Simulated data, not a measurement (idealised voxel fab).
Name of the process module below: voxel tone inversion
Square cells of 5 nm make up the cross-section cut, whose width is 290 nm.
Heads up, the way a cross-section reads in here is a grid of square cells, handed over as bands from the top down, with every band being one or more rows of cells.
It is stipulated that each band's entry specify, in nanometres, the height of the top of the band and then that of its bottom, followed by the materials of the band in left-to-right sequence, each together with its width in nanometres. A single material marked by the word "everywhere" is understood to fill the band from edge to edge; the word "empty" is understood to denote empty space.
A quick word on heights: they are counted from 0, and under that level the wafer as it came to us is one material throughout. The lowest band is different from the rest in having no bottom; it simply continues downward, written as in "0 and below".
The width entry "30->40" should be interpreted row by row: the top row of cells in the band takes the first number, the bottom row takes the second number, and the change between adjacent rows is uniform throughout.
"nothing altered" -> step changed no cross-section cell.
In "Sealed void inventory" the enclosed voids are listed, meaning empty spaces of 8 cells or larger without any opening to the top. The form is width x height at distance, distance from the left edge, units nm.
That trailing text on a step's line, after the settings, is the simulator's own remark on the step.
"overlay nm", when on a step's line for a step with a mask, measures how far to the right of its planned place the mask lay; a negative measure means to the left.
[Below is the list of planned process steps]
step 1: RECEIVE | material Si
step 2: CONFORMAL_DEP | material SiCN | thk nm 10
step 3: DIRECTIONAL_DEP | material polySi | thk nm 15
step 4: PATTERN | tone cover | mask id POSTS | material resist | width nm 25 | pitch nm 45 | thk nm 25 | overlay nm 0
step 5: DIRECTIONAL_ETCH | etch materials polySi | depth nm 15
step 6: STRIP | etch materials resist
step 7: FILL_DEP | material lowk | thk nm 5
step 8: CMP | height nm 25
step 9: STRIP | etch materials polySi
[Incoming wafer, cross-sectional view, post step 1]
  0 and below: Si everywhere
  Sealed void inventory: none
[Module complete, cross-section. Starting point and plan per above. One mistake made in running the module]
  20 down to 10: lowk (65) / empty (25) / lowk (20) / empty (25) / lowk (20) / empty (25) / lowk (20) / empty (25) / lowk (65)
  10 down to 0: SiCN everywhere
  0 and below: Si everywhere
  Sealed void inventory: none
It is concluded that the wafer was processed incorrectly with respect to the plan, in that rather than as planned, step 8 actually ran as CMP | height nm 20
